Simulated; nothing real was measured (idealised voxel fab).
Process module heading - voxel gate over fins
This is section cut - it's 220 nm across, gridded in 5 nm square cells.
Think of the cross-section as a grid of square cells. We describe it in bands, top to bottom, and each band covers one or more rows of those cells. Top, bottom (nm), then materials left to right with widths (nm); lone material tagged "throughout" fills the whole band edge to edge; "air" = empty space. Height datum 0, below which the as-received substrate wafer is one material. Lowest band open at the bottom, running downward: "from 0 down". A width given as "30 to 40" starts at the first number in the band's top row and ends at the second number in its bottom row, shifting by an equal amount at every step from row to row. "no change occurred" means the step left every cell of the cross-section as it was. "Closed void roster" contains a list of empty spaces, each no smaller than 8 cells and without an open way to the top, written in the form width x height at distance with the distance from the left edge and all three in nm. Heads up: the bit after the settings on a step's line is the simulator's remark on that step. The setting "overlay nm" may be written on the line of a step. When the step uses a mask, the value reports how far to the right of the planned place the mask lay, and a negative value reports that it lay to the left.

The following list gives the planned process steps
| 1 | RECEIVE | material Si |
| 2 | CONFORMAL_DEP | material SiN | thk nm 5 |
| 3 | DIRECTIONAL_DEP | material aC | thk nm 10 |
| 4 | PATTERN | tone cover | mask id FINS | material resist | width nm 15 | pitch nm 40 | thk nm 25 | overlay nm 0 |
| 5 | DIRECTIONAL_ETCH | etch materials aC | depth nm 10 |
| 6 | STRIP | etch materials resist |
| 7 | DIRECTIONAL_ETCH | etch materials SiN | depth nm 5 |
| 8 | DIRECTIONAL_ETCH | etch materials Si | depth nm 30 |
| 9 | STRIP | etch materials aC |
| 10 | FILL_DEP | material SiO2 | thk nm 10 |
| 11 | CMP | height nm 5 |
| 12 | SELECTIVE_ETCH | etch materials SiO2 | depth nm 20 |
| 13 | STRIP | etch materials SiN |
| 14 | CONFORMAL_DEP | material HfO2 | thk nm 5 |
| 15 | CONFORMAL_DEP | material TiN | thk nm 5 |
| 16 | FILL_DEP | material W | thk nm 15 |
| 17 | CMP | height nm 20 |
| 18 | CONFORMAL_DEP | material SiN | thk nm 5 |
All wafers enter the flow in the same state. The thk nm at step 2 differs from wafer to wafer, and the plan gives the value for the first wafer.

After step 1, as received: first of several wafers, cross-section
* from 0 down = Si throughout
* Closed void roster: none

Heads up, this table goes wafer by wafer. A row tells you, at the end of the module, how many cells of each material that wafer has put on (+) or dropped (-) since it was received, and then its closed voids
thk nm 5; +56 HfO2; -228 Si; +44 SiN; +114 SiO2; +56 TiN; +178 W; Closed void roster: none
thk nm 10; +44 HfO2; +44 SiN; +44 TiN; +88 W; Closed void roster: none
thk nm 15; +44 HfO2; +44 SiN; +44 TiN; +88 W; Closed void roster: none
thk nm 20; +44 HfO2; +44 SiN; +44 TiN; +88 W; Closed void roster: none
